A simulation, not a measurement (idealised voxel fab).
The name of this process module is voxel capacitor over wiring.
The cross-section on display is named cut; it measures 220 nm wide, and its cells are 5 nm squares.
A cross-section in this document is a grid of square cells, and it is written down as bands, the top band listed before the ones below it; a band is made up of one or more rows of cells. Each band's line starts with the height of the band's top and of its bottom, in nm. Then come its materials from left to right, each with its width in nm. One material with "throughout" fills the band from edge to edge. "empty" is empty space. Measure heights from 0. That's the level where, below it, the as-received wafer is all one material. The lowest band is bottomless and extends downward; write it as in "0 -> down". Note: "30 to 40" means the width goes from the first number (top row of the band) to the second number (bottom row) in equal steps per row of cells. "remained unchanged", as given for a step, is the statement that not any cell of the cross-section underwent a change during that step. Voids not open to the top, 8 cells minimum: see "Enclosed empty spaces". Written width x height at distance; distance is from the left edge; nm. Note: text after step settings on the step line = simulator remark on that step. "overlay nm", when on a step's line for a step with a mask, measures how far to the right of its planned place the mask lay; a negative measure means to the left.

PLAN
step 1: RECEIVE: material Si
step 2: CONFORMAL_DEP: material SiO2, thk nm 10
step 3: CONFORMAL_DEP: material SiN, thk nm 5
step 4: DIRECTIONAL_DEP: material SiO2, thk nm 15
step 5: PATTERN: tone open, mask id METAL_1, material resist, width nm 20, pitch nm 80, thk nm 20, overlay nm 0
step 6: DIRECTIONAL_ETCH: etch materials SiO2, depth nm 15
step 7: DIRECTIONAL_ETCH: etch materials SiN, depth nm 5
step 8: STRIP: etch materials resist
step 9: CONFORMAL_DEP: material TiN, thk nm 5
step 10: FILL_DEP: material Ru, thk nm 10
step 11: CMP: height nm 30
step 12: EPI: material Ru, thk nm 5
step 13: FILL_DEP: material SiCN, thk nm 5
step 14: DIRECTIONAL_DEP: material lowk, thk nm 20
step 15: DIRECTIONAL_DEP: material aC, thk nm 10
step 16: PATTERN: tone open, mask id PLUG_1, material resist, width nm 15, thk nm 25, overlay nm 0
step 17: DIRECTIONAL_ETCH: etch materials aC, depth nm 10
step 18: STRIP: etch materials resist
step 19: DIRECTIONAL_ETCH: etch materials lowk, depth nm 20
step 20: DIRECTIONAL_ETCH: etch materials SiCN, depth nm 5
step 21: STRIP: etch materials aC
step 22: EPI: material Ru, thk nm 10
step 23: EPI: material Ru, thk nm 10
step 24: EPI: material Ru, thk nm 5
step 25: DIRECTIONAL_DEP: material TiN, thk nm 5
step 26: DIRECTIONAL_DEP: material Al2O3, thk nm 5
step 27: DIRECTIONAL_DEP: material TiN, thk nm 5
step 28: DIRECTIONAL_DEP: material aC, thk nm 15
step 29: PATTERN: tone cover, mask id UPPER_PLATE, material resist, width nm 65, thk nm 35, overlay nm 0
step 30: DIRECTIONAL_ETCH: etch materials aC, depth nm 15
step 31: STRIP: etch materials resist
step 32: DIRECTIONAL_ETCH: etch materials TiN, depth nm 5
step 33: DIRECTIONAL_ETCH: etch materials Al2O3, depth nm 5
step 34: STRIP: etch materials aC
step 35: DIRECTIONAL_DEP: material aC, thk nm 15
step 36: PATTERN: tone cover, mask id LOWER_PLATE, material resist, width nm 75, thk nm 35, overlay nm 0
step 37: DIRECTIONAL_ETCH: etch materials aC, depth nm 15
step 38: STRIP: etch materials resist
step 39: DIRECTIONAL_ETCH: etch materials TiN, depth nm 5
step 40: STRIP: etch materials aC
step 41: FILL_DEP: material SiO2, thk nm 15
step 42: CMP: height nm 85
step 43: PATTERN: tone open, mask id PLUG_2, material resist, width nm 15, thk nm 15, overlay nm 0
step 44: DIRECTIONAL_ETCH: etch materials SiO2, depth nm 10
step 45: STRIP: etch materials resist
step 46: CONFORMAL_DEP: material TiN, thk nm 5
step 47: FILL_DEP: material Cu, thk nm 10
step 48: CMP: height nm 85
step 49: CONFORMAL_DEP: material SiN, thk nm 5

FIRST OUT OF TWO WAFERS; RUN WENT TO PLAN

CROSS-SECTION OF THE WAFER AS IT CAME TO US, I.E., ALREADY THROUGH STEP 1
* 0 -> down  Si throughout
* Enclosed empty spaces: none

CROSS-SECTIONAL REPRESENTATION OF THE WAFER AT THE CONCLUSION OF STEP 2
* 10 -> 0  SiO2 throughout
* Beneath the level 0, the cross-section is identical to its previous state.

CROSS-SECTIONAL REPRESENTATION OF THE WAFER AT THE CONCLUSION OF STEP 3
* 15 -> 10  SiN throughout
* Beneath the level 10, the cross-section is identical to its previous state.

CROSS-SECTIONAL REPRESENTATION OF THE WAFER AT THE CONCLUSION OF STEP 4
* 30 -> 15  SiO2 throughout
* Beneath the level 15, the cross-section is identical to its previous state.

CROSS-SECTIONAL REPRESENTATION OF THE WAFER AT THE CONCLUSION OF STEP 5
* 50 -> 30  resist: 60 | empty: 20 | resist: 60 | empty: 20 | resist: 60
* Beneath the level 30, the cross-section is identical to its previous state.

CROSS-SECTIONAL REPRESENTATION OF THE WAFER AT THE CONCLUSION OF STEP 6
* 50 -> 30  resist: 60 | empty: 20 | resist: 60 | empty: 20 | resist: 60
* 30 -> 15  SiO2: 60 | empty: 20 | SiO2: 60 | empty: 20 | SiO2: 60
* Beneath the level 15, the cross-section is identical to its previous state.

CROSS-SECTIONAL REPRESENTATION OF THE WAFER AT THE CONCLUSION OF STEP 7
* 50 -> 30  resist: 60 | empty: 20 | resist: 60 | empty: 20 | resist: 60
* 30 -> 15  SiO2: 60 | empty: 20 | SiO2: 60 | empty: 20 | SiO2: 60
* 15 -> 10  SiN: 60 | empty: 20 | SiN: 60 | empty: 20 | SiN: 60
* Beneath the level 10, the cross-section is identical to its previous state.

CROSS-SECTIONAL REPRESENTATION OF THE WAFER AT THE CONCLUSION OF STEP 8
* 30 -> 15  SiO2: 60 | empty: 20 | SiO2: 60 | empty: 20 | SiO2: 60
* Beneath the level 15, the cross-section is identical to its previous state.

CROSS-SECTIONAL REPRESENTATION OF THE WAFER AT THE CONCLUSION OF STEP 9
* 35 -> 30  TiN: 65 | empty: 10 | TiN: 70 | empty: 10 | TiN: 65
* 30 -> 15  SiO2: 60 | TiN: 5 | empty: 10 | TiN: 5 | SiO2: 60 | TiN: 5 | empty: 10 | TiN: 5 | SiO2: 60
* 15 -> 10  SiN: 60 | TiN: 20 | SiN: 60 | TiN: 20 | SiN: 60
* Beneath the level 10, the cross-section is identical to its previous state.

CROSS-SECTIONAL REPRESENTATION OF THE WAFER AT THE CONCLUSION OF STEP 10
* 45 -> 35  Ru throughout
* 35 -> 30  TiN: 65 | Ru: 10 | TiN: 70 | Ru: 10 | TiN: 65
* 30 -> 15  SiO2: 60 | TiN: 5 | Ru: 10 | TiN: 5 | SiO2: 60 | TiN: 5 | Ru: 10 | TiN: 5 | SiO2: 60
* Beneath the level 15, the cross-section is identical to its previous state.

CROSS-SECTIONAL REPRESENTATION OF THE WAFER AT THE CONCLUSION OF STEP 11
* 30 -> 15  SiO2: 60 | TiN: 5 | Ru: 10 | TiN: 5 | SiO2: 60 | TiN: 5 | Ru: 10 | TiN: 5 | SiO2: 60
* Beneath the level 15, the cross-section is identical to its previous state.

CROSS-SECTIONAL REPRESENTATION OF THE WAFER AT THE CONCLUSION OF STEP 12
* 35 -> 30  empty: 55 | Ru: 30 | empty: 50 | Ru: 30 | empty: 55
* Beneath the level 30, the cross-section is identical to its previous state.

CROSS-SECTIONAL REPRESENTATION OF THE WAFER AT THE CONCLUSION OF STEP 13
* 40 -> 35  SiCN throughout
* 35 -> 30  SiCN: 55 | Ru: 30 | SiCN: 50 | Ru: 30 | SiCN: 55
* Beneath the level 30, the cross-section is identical to its previous state.

CROSS-SECTIONAL REPRESENTATION OF THE WAFER AT THE CONCLUSION OF STEP 14
* 60 -> 40  lowk throughout
* Beneath the level 40, the cross-section is identical to its previous state.

CROSS-SECTIONAL REPRESENTATION OF THE WAFER AT THE CONCLUSION OF STEP 15
* 70 -> 60  aC throughout
* Beneath the level 60, the cross-section is identical to its previous state.

CROSS-SECTIONAL REPRESENTATION OF THE WAFER AT THE CONCLUSION OF STEP 16
* 95 -> 70  resist: 65 | empty: 15 | resist: 140
* Beneath the level 70, the cross-section is identical to its previous state.

CROSS-SECTIONAL REPRESENTATION OF THE WAFER AT THE CONCLUSION OF STEP 17
* 85 -> 70  resist: 65 | empty: 15 | resist: 140
* 70 -> 60  aC: 65 | empty: 15 | aC: 140
* Beneath the level 60, the cross-section is identical to its previous state.

CROSS-SECTIONAL REPRESENTATION OF THE WAFER AT THE CONCLUSION OF STEP 18
* 70 -> 60  aC: 65 | empty: 15 | aC: 140
* Beneath the level 60, the cross-section is identical to its previous state.

CROSS-SECTIONAL REPRESENTATION OF THE WAFER AT THE CONCLUSION OF STEP 19
* 70 -> 60  aC: 65 | empty: 15 | aC: 140
* 60 -> 40  lowk: 65 | empty: 15 | lowk: 140
* Beneath the level 40, the cross-section is identical to its previous state.

CROSS-SECTIONAL REPRESENTATION OF THE WAFER AT THE CONCLUSION OF STEP 20
* 70 -> 60  aC: 65 | empty: 15 | aC: 140
* 60 -> 40  lowk: 65 | empty: 15 | lowk: 140
* 40 -> 35  SiCN: 65 | empty: 15 | SiCN: 140
* Beneath the level 35, the cross-section is identical to its previous state.

CROSS-SECTIONAL REPRESENTATION OF THE WAFER AT THE CONCLUSION OF STEP 21
* 60 -> 40  lowk: 65 | empty: 15 | lowk: 140
* Beneath the level 40, the cross-section is identical to its previous state.

CROSS-SECTIONAL REPRESENTATION OF THE WAFER AT THE CONCLUSION OF STEP 22
* 60 -> 45  lowk: 65 | empty: 15 | lowk: 140
* 45 -> 40  lowk: 65 | Ru: 15 | lowk: 140
* 40 -> 35  SiCN: 65 | Ru: 15 | SiCN: 140
* Beneath the level 35, the cross-section is identical to its previous state.

CROSS-SECTIONAL REPRESENTATION OF THE WAFER AT THE CONCLUSION OF STEP 23
* 60 -> 55  lowk: 65 | empty: 15 | lowk: 140
* 55 -> 40  lowk: 65 | Ru: 15 | lowk: 140
* Beneath the level 40, the cross-section is identical to its previous state.

CROSS-SECTIONAL REPRESENTATION OF THE WAFER AT THE CONCLUSION OF STEP 24
* 60 -> 40  lowk: 65 | Ru: 15 | lowk: 140
* Beneath the level 40, the cross-section is identical to its previous state.

CROSS-SECTIONAL REPRESENTATION OF THE WAFER AT THE CONCLUSION OF STEP 25
* 65 -> 60  TiN throughout
* Beneath the level 60, the cross-section is identical to its previous state.

CROSS-SECTIONAL REPRESENTATION OF THE WAFER AT THE CONCLUSION OF STEP 26
* 70 -> 65  Al2O3 throughout
* Beneath the level 65, the cross-section is identical to its previous state.

CROSS-SECTIONAL REPRESENTATION OF THE WAFER AT THE CONCLUSION OF STEP 27
* 75 -> 70  TiN throughout
* Beneath the level 70, the cross-section is identical to its previous state.

CROSS-SECTIONAL REPRESENTATION OF THE WAFER AT THE CONCLUSION OF STEP 28
* 90 -> 75  aC throughout
* Beneath the level 75, the cross-section is identical to its previous state.

CROSS-SECTIONAL REPRESENTATION OF THE WAFER AT THE CONCLUSION OF STEP 29
* 125 -> 90  empty: 65 | resist: 65 | empty: 90
* Beneath the level 90, the cross-section is identical to its previous state.

CROSS-SECTIONAL REPRESENTATION OF THE WAFER AT THE CONCLUSION OF STEP 30
* 110 -> 90  empty: 65 | resist: 65 | empty: 90
* 90 -> 75  empty: 65 | aC: 65 | empty: 90
* Beneath the level 75, the cross-section is identical to its previous state.

CROSS-SECTIONAL REPRESENTATION OF THE WAFER AT THE CONCLUSION OF STEP 31
* 90 -> 75  empty: 65 | aC: 65 | empty: 90
* Beneath the level 75, the cross-section is identical to its previous state.

CROSS-SECTIONAL REPRESENTATION OF THE WAFER AT THE CONCLUSION OF STEP 32
* 90 -> 75  empty: 65 | aC: 65 | empty: 90
* 75 -> 70  empty: 65 | TiN: 65 | empty: 90
* Beneath the level 70, the cross-section is identical to its previous state.

CROSS-SECTIONAL REPRESENTATION OF THE WAFER AT THE CONCLUSION OF STEP 33
* 90 -> 75  empty: 65 | aC: 65 | empty: 90
* 75 -> 70  empty: 65 | TiN: 65 | empty: 90
* 70 -> 65  empty: 65 | Al2O3: 65 | empty: 90
* Beneath the level 65, the cross-section is identical to its previous state.

CROSS-SECTIONAL REPRESENTATION OF THE WAFER AT THE CONCLUSION OF STEP 34
* 75 -> 70  empty: 65 | TiN: 65 | empty: 90
* Beneath the level 70, the cross-section is identical to its previous state.

CROSS-SECTIONAL REPRESENTATION OF THE WAFER AT THE CONCLUSION OF STEP 35
* 90 -> 80  empty: 65 | aC: 65 | empty: 90
* 80 -> 75  aC throughout
* 75 -> 70  aC: 65 | TiN: 65 | aC: 90
* 70 -> 65  aC: 65 | Al2O3: 65 | aC: 90
* Beneath the level 65, the cross-section is identical to its previous state.

CROSS-SECTIONAL REPRESENTATION OF THE WAFER AT THE CONCLUSION OF STEP 36
* 125 -> 90  empty: 60 | resist: 75 | empty: 85
* 90 -> 80  empty: 60 | resist: 5 | aC: 65 | resist: 5 | empty: 85
* Beneath the level 80, the cross-section is identical to its previous state.

CROSS-SECTIONAL REPRESENTATION OF THE WAFER AT THE CONCLUSION OF STEP 37
* 110 -> 90  empty: 60 | resist: 75 | empty: 85
* 90 -> 80  empty: 60 | resist: 5 | aC: 65 | resist: 5 | empty: 85
* 80 -> 75  empty: 60 | aC: 75 | empty: 85
* 75 -> 70  empty: 60 | aC: 5 | TiN: 65 | aC: 5 | empty: 85
* 70 -> 65  empty: 60 | aC: 5 | Al2O3: 65 | aC: 5 | empty: 85
* Beneath the level 65, the cross-section is identical to its previous state.

CROSS-SECTIONAL REPRESENTATION OF THE WAFER AT THE CONCLUSION OF STEP 38
* 90 -> 80  empty: 65 | aC: 65 | empty: 90
* Beneath the level 80, the cross-section is identical to its previous state.

CROSS-SECTIONAL REPRESENTATION OF THE WAFER AT THE CONCLUSION OF STEP 39
* 90 -> 80  empty: 65 | aC: 65 | empty: 90
* 80 -> 75  empty: 60 | aC: 75 | empty: 85
* 75 -> 70  empty: 60 | aC: 5 | TiN: 65 | aC: 5 | empty: 85
* 70 -> 65  empty: 60 | aC: 5 | Al2O3: 65 | aC: 5 | empty: 85
* 65 -> 60  empty: 60 | TiN: 75 | empty: 85
* Beneath the level 60, the cross-section is identical to its previous state.

CROSS-SECTIONAL REPRESENTATION OF THE WAFER AT THE CONCLUSION OF STEP 40
* 75 -> 70  empty: 65 | TiN: 65 | empty: 90
* 70 -> 65  empty: 65 | Al2O3: 65 | empty: 90
* Beneath the level 65, the cross-section is identical to its previous state.

CROSS-SECTIONAL REPRESENTATION OF THE WAFER AT THE CONCLUSION OF STEP 41
* 90 -> 75  SiO2 throughout
* 75 -> 70  SiO2: 65 | TiN: 65 | SiO2: 90
* 70 -> 65  SiO2: 65 | Al2O3: 65 | SiO2: 90
* 65 -> 60  SiO2: 60 | TiN: 75 | SiO2: 85
* Beneath the level 60, the cross-section is identical to its previous state.

CROSS-SECTIONAL REPRESENTATION OF THE WAFER AT THE CONCLUSION OF STEP 42
* 85 -> 75  SiO2 throughout
* Beneath the level 75, the cross-section is identical to its previous state.

CROSS-SECTIONAL REPRESENTATION OF THE WAFER AT THE CONCLUSION OF STEP 43
* 100 -> 85  resist: 75 | empty: 15 | resist: 130
* Beneath the level 85, the cross-section is identical to its previous state.

CROSS-SECTIONAL REPRESENTATION OF THE WAFER AT THE CONCLUSION OF STEP 44
* 100 -> 85  resist: 75 | empty: 15 | resist: 130
* 85 -> 75  SiO2: 75 | empty: 15 | SiO2: 130
* Beneath the level 75, the cross-section is identical to its previous state.

CROSS-SECTIONAL REPRESENTATION OF THE WAFER AT THE CONCLUSION OF STEP 45
* 85 -> 75  SiO2: 75 | empty: 15 | SiO2: 130
* Beneath the level 75, the cross-section is identical to its previous state.

CROSS-SECTIONAL REPRESENTATION OF THE WAFER AT THE CONCLUSION OF STEP 46
* 90 -> 85  TiN: 80 | empty: 5 | TiN: 135
* 85 -> 80  SiO2: 75 | TiN: 5 | empty: 5 | TiN: 5 | SiO2: 130
* 80 -> 70  SiO2: 75 to 65 | TiN: 15 to 65 | SiO2: 130 to 90
* Beneath the level 70, the cross-section is identical to its previous state.

CROSS-SECTIONAL REPRESENTATION OF THE WAFER AT THE CONCLUSION OF STEP 47
* 100 -> 90  Cu throughout
* 90 -> 85  TiN: 80 | Cu: 5 | TiN: 135
* 85 -> 80  SiO2: 75 | TiN: 5 | Cu: 5 | TiN: 5 | SiO2: 130
* Beneath the level 80, the cross-section is identical to its previous state.

CROSS-SECTIONAL REPRESENTATION OF THE WAFER AT THE CONCLUSION OF STEP 48
* 85 -> 80  SiO2: 75 | TiN: 5 | Cu: 5 | TiN: 5 | SiO2: 130
* Beneath the level 80, the cross-section is identical to its previous state.

CROSS-SECTIONAL REPRESENTATION OF THE WAFER AT THE CONCLUSION OF STEP 49
* 90 -> 85  SiN throughout
* Beneath the level 85, the cross-section is identical to its previous state.

WAFER TWO: LIKE WAFER ONE IN START AND PLAN, BUT WITH ONE MISTAKE IN EXECUTION; IDENTICAL UP TO AND INCLUDING STEP 21

HERE IS THE SECOND WAFER IN CROSS-SECTION AT THE POINT WHERE STEP 23 OF THE PLAN SHOULD HAVE BEEN DONE
* 65 -> 60  empty: 60 | Ru: 25 | empty: 135
* 60 -> 40  lowk: 65 | Ru: 15 | lowk: 140
* 40 -> 35  SiCN: 65 | Ru: 15 | SiCN: 140
* Beneath the level 35, the cross-section is identical to its previous state.

HERE IS THE SECOND WAFER IN CROSS-SECTION AT THE POINT WHERE STEP 24 OF THE PLAN SHOULD HAVE BEEN DONE
* 70 -> 60  empty: 55 | Ru: 35 | empty: 130
* Beneath the level 60, the cross-section is identical to its previous state.

HERE IS THE SECOND WAFER IN CROSS-SECTION AT THE POINT WHERE STEP 25 OF THE PLAN SHOULD HAVE BEEN DONE
* 75 -> 70  empty: 55 | TiN: 35 | empty: 130
* 70 -> 65  empty: 55 | Ru: 35 | empty: 130
* 65 -> 60  TiN: 55 | Ru: 35 | TiN: 130
* Beneath the level 60, the cross-section is identical to its previous state.

HERE IS THE SECOND WAFER IN CROSS-SECTION AT THE POINT WHERE STEP 26 OF THE PLAN SHOULD HAVE BEEN DONE
* 80 -> 75  empty: 55 | Al2O3: 35 | empty: 130
* 75 -> 70  empty: 55 | TiN: 35 | empty: 130
* 70 -> 65  Al2O3: 55 | Ru: 35 | Al2O3: 130
* Beneath the level 65, the cross-section is identical to its previous state.

HERE IS THE SECOND WAFER IN CROSS-SECTION AT THE POINT WHERE STEP 27 OF THE PLAN SHOULD HAVE BEEN DONE
* 85 -> 80  empty: 55 | TiN: 35 | empty: 130
* 80 -> 75  empty: 55 | Al2O3: 35 | empty: 130
* 75 -> 70  TiN throughout
* Beneath the level 70, the cross-section is identical to its previous state.

HERE IS THE SECOND WAFER IN CROSS-SECTION AT THE POINT WHERE STEP 28 OF THE PLAN SHOULD HAVE BEEN DONE
* 100 -> 90  empty: 55 | aC: 35 | empty: 130
* 90 -> 85  aC throughout
* 85 -> 80  aC: 55 | TiN: 35 | aC: 130
* 80 -> 75  aC: 55 | Al2O3: 35 | aC: 130
* Beneath the level 75, the cross-section is identical to its previous state.

HERE IS THE SECOND WAFER IN CROSS-SECTION AT THE POINT WHERE STEP 29 OF THE PLAN SHOULD HAVE BEEN DONE
* 135 -> 100  empty: 65 | resist: 65 | empty: 90
* 100 -> 90  empty: 55 | aC: 35 | resist: 40 | empty: 90
* Beneath the level 90, the cross-section is identical to its previous state.

HERE IS THE SECOND WAFER IN CROSS-SECTION AT THE POINT WHERE STEP 30 OF THE PLAN SHOULD HAVE BEEN DONE
* 120 -> 100  empty: 65 | resist: 65 | empty: 90
* 100 -> 90  empty: 65 | aC: 25 | resist: 40 | empty: 90
* 90 -> 85  empty: 65 | aC: 65 | empty: 90
* 85 -> 80  empty: 55 | TiN: 35 | aC: 40 | empty: 90
* 80 -> 75  empty: 55 | Al2O3: 35 | aC: 40 | empty: 90
* Beneath the level 75, the cross-section is identical to its previous state.

HERE IS THE SECOND WAFER IN CROSS-SECTION AT THE POINT WHERE STEP 31 OF THE PLAN SHOULD HAVE BEEN DONE
* 100 -> 90  empty: 65 | aC: 25 | empty: 130
* Beneath the level 90, the cross-section is identical to its previous state.

HERE IS THE SECOND WAFER IN CROSS-SECTION AT THE POINT WHERE STEP 32 OF THE PLAN SHOULD HAVE BEEN DONE
* 100 -> 90  empty: 65 | aC: 25 | empty: 130
* 90 -> 85  empty: 65 | aC: 65 | empty: 90
* 85 -> 80  empty: 65 | TiN: 25 | aC: 40 | empty: 90
* 80 -> 75  empty: 55 | Al2O3: 35 | aC: 40 | empty: 90
* 75 -> 70  empty: 55 | TiN: 75 | empty: 90
* Beneath the level 70, the cross-section is identical to its previous state.

HERE IS THE SECOND WAFER IN CROSS-SECTION AT THE POINT WHERE STEP 33 OF THE PLAN SHOULD HAVE BEEN DONE
* 100 -> 90  empty: 65 | aC: 25 | empty: 130
* 90 -> 85  empty: 65 | aC: 65 | empty: 90
* 85 -> 80  empty: 65 | TiN: 25 | aC: 40 | empty: 90
* 80 -> 75  empty: 65 | Al2O3: 25 | aC: 40 | empty: 90
* 75 -> 70  empty: 55 | TiN: 75 | empty: 90
* 70 -> 65  empty: 55 | Ru: 35 | Al2O3: 40 | empty: 90
* Beneath the level 65, the cross-section is identical to its previous state.

HERE IS THE SECOND WAFER IN CROSS-SECTION AT THE POINT WHERE STEP 34 OF THE PLAN SHOULD HAVE BEEN DONE
* 85 -> 80  empty: 65 | TiN: 25 | empty: 130
* 80 -> 75  empty: 65 | Al2O3: 25 | empty: 130
* Beneath the level 75, the cross-section is identical to its previous state.

HERE IS THE SECOND WAFER IN CROSS-SECTION AT THE POINT WHERE STEP 35 OF THE PLAN SHOULD HAVE BEEN DONE
* 100 -> 90  empty: 65 | aC: 25 | empty: 130
* 90 -> 85  empty: 55 | aC: 75 | empty: 90
* 85 -> 80  empty: 55 | aC: 10 | TiN: 25 | aC: 40 | empty: 90
* 80 -> 75  aC: 65 | Al2O3: 25 | aC: 130
* 75 -> 70  aC: 55 | TiN: 75 | aC: 90
* 70 -> 65  aC: 55 | Ru: 35 | Al2O3: 40 | aC: 90
* Beneath the level 65, the cross-section is identical to its previous state.

HERE IS THE SECOND WAFER IN CROSS-SECTION AT THE POINT WHERE STEP 36 OF THE PLAN SHOULD HAVE BEEN DONE
* 135 -> 100  empty: 60 | resist: 75 | empty: 85
* 100 -> 90  empty: 60 | resist: 5 | aC: 25 | resist: 45 | empty: 85
* 90 -> 85  empty: 55 | aC: 75 | resist: 5 | empty: 85
* 85 -> 80  empty: 55 | aC: 10 | TiN: 25 | aC: 40 | resist: 5 | empty: 85
* Beneath the level 80, the cross-section is identical to its previous state.

HERE IS THE SECOND WAFER IN CROSS-SECTION AT THE POINT WHERE STEP 37 OF THE PLAN SHOULD HAVE BEEN DONE
* 120 -> 100  empty: 60 | resist: 75 | empty: 85
* 100 -> 90  empty: 60 | resist: 5 | aC: 25 | resist: 45 | empty: 85
* 90 -> 85  empty: 60 | aC: 70 | resist: 5 | empty: 85
* 85 -> 80  empty: 60 | aC: 5 | TiN: 25 | aC: 40 | resist: 5 | empty: 85
* 80 -> 75  empty: 60 | aC: 5 | Al2O3: 25 | aC: 45 | empty: 85
* 75 -> 70  empty: 55 | TiN: 75 | aC: 5 | empty: 85
* 70 -> 65  empty: 55 | Ru: 35 | Al2O3: 40 | aC: 5 | empty: 85
* Beneath the level 65, the cross-section is identical to its previous state.

HERE IS THE SECOND WAFER IN CROSS-SECTION AT THE POINT WHERE STEP 38 OF THE PLAN SHOULD HAVE BEEN DONE
* 100 -> 90  empty: 65 | aC: 25 | empty: 130
* 90 -> 85  empty: 60 | aC: 70 | empty: 90
* 85 -> 80  empty: 60 | aC: 5 | TiN: 25 | aC: 40 | empty: 90
* Beneath the level 80, the cross-section is identical to its previous state.

HERE IS THE SECOND WAFER IN CROSS-SECTION AT THE POINT WHERE STEP 39 OF THE PLAN SHOULD HAVE BEEN DONE
* 100 -> 90  empty: 65 | aC: 25 | empty: 130
* 90 -> 85  empty: 60 | aC: 70 | empty: 90
* 85 -> 80  empty: 60 | aC: 5 | TiN: 25 | aC: 40 | empty: 90
* 80 -> 75  empty: 60 | aC: 5 | Al2O3: 25 | aC: 45 | empty: 85
* 75 -> 70  empty: 60 | TiN: 70 | aC: 5 | empty: 85
* 70 -> 65  empty: 55 | Ru: 35 | Al2O3: 40 | aC: 5 | empty: 85
* 65 -> 60  empty: 55 | Ru: 35 | TiN: 45 | empty: 85
* Beneath the level 60, the cross-section is identical to its previous state.

HERE IS THE SECOND WAFER IN CROSS-SECTION AT THE POINT WHERE STEP 40 OF THE PLAN SHOULD HAVE BEEN DONE
* 85 -> 80  empty: 65 | TiN: 25 | empty: 130
* 80 -> 75  empty: 65 | Al2O3: 25 | empty: 130
* 75 -> 70  empty: 60 | TiN: 70 | empty: 90
* 70 -> 65  empty: 55 | Ru: 35 | Al2O3: 40 | empty: 90
* Beneath the level 65, the cross-section is identical to its previous state.

HERE IS THE SECOND WAFER IN CROSS-SECTION AT THE POINT WHERE STEP 41 OF THE PLAN SHOULD HAVE BEEN DONE
* 100 -> 85  SiO2 throughout
* 85 -> 80  SiO2: 65 | TiN: 25 | SiO2: 130
* 80 -> 75  SiO2: 65 | Al2O3: 25 | SiO2: 130
* 75 -> 70  SiO2: 60 | TiN: 70 | SiO2: 90
* 70 -> 65  SiO2: 55 | Ru: 35 | Al2O3: 40 | SiO2: 90
* 65 -> 60  SiO2: 55 | Ru: 35 | TiN: 45 | SiO2: 85
* Beneath the level 60, the cross-section is identical to its previous state.

HERE IS THE SECOND WAFER IN CROSS-SECTION AT THE POINT WHERE STEP 42 OF THE PLAN SHOULD HAVE BEEN DONE
* 85 -> 80  SiO2: 65 | TiN: 25 | SiO2: 130
* Beneath the level 80, the cross-section is identical to its previous state.

HERE IS THE SECOND WAFER IN CROSS-SECTION AT THE POINT WHERE STEP 43 OF THE PLAN SHOULD HAVE BEEN DONE
* 100 -> 85  resist: 75 | empty: 15 | resist: 130
* Beneath the level 85, the cross-section is identical to its previous state.

Here is the second wafer in cross-section at the point where step 44 of the plan should have been done: remained unchanged

HERE IS THE SECOND WAFER IN CROSS-SECTION AT THE POINT WHERE STEP 45 OF THE PLAN SHOULD HAVE BEEN DONE
* 85 -> 80  SiO2: 65 | TiN: 25 | SiO2: 130
* Beneath the level 80, the cross-section is identical to its previous state.

HERE IS THE SECOND WAFER IN CROSS-SECTION AT THE POINT WHERE STEP 46 OF THE PLAN SHOULD HAVE BEEN DONE
* 90 -> 85  TiN throughout
* Beneath the level 85, the cross-section is identical to its previous state.

HERE IS THE SECOND WAFER IN CROSS-SECTION AT THE POINT WHERE STEP 47 OF THE PLAN SHOULD HAVE BEEN DONE
* 100 -> 90  Cu throughout
* Beneath the level 90, the cross-section is identical to its previous state.

HERE IS THE SECOND WAFER IN CROSS-SECTION AT THE POINT WHERE STEP 48 OF THE PLAN SHOULD HAVE BEEN DONE
* 85 -> 80  SiO2: 65 | TiN: 25 | SiO2: 130
* Beneath the level 80, the cross-section is identical to its previous state.

HERE IS THE SECOND WAFER IN CROSS-SECTION AT THE POINT WHERE STEP 49 OF THE PLAN SHOULD HAVE BEEN DONE
* 90 -> 85  SiN throughout
* Beneath the level 85, the cross-section is identical to its previous state.
Heads up, the wafer didn't run the way we planned it: one of the identical steps 22 and 23 ran twice, and which one cannot be pinned down
At the finish, the second wafer shows more or fewer cells for some materials than the first does: Cu -1; Ru +14; SiO2 -8; TiN -5
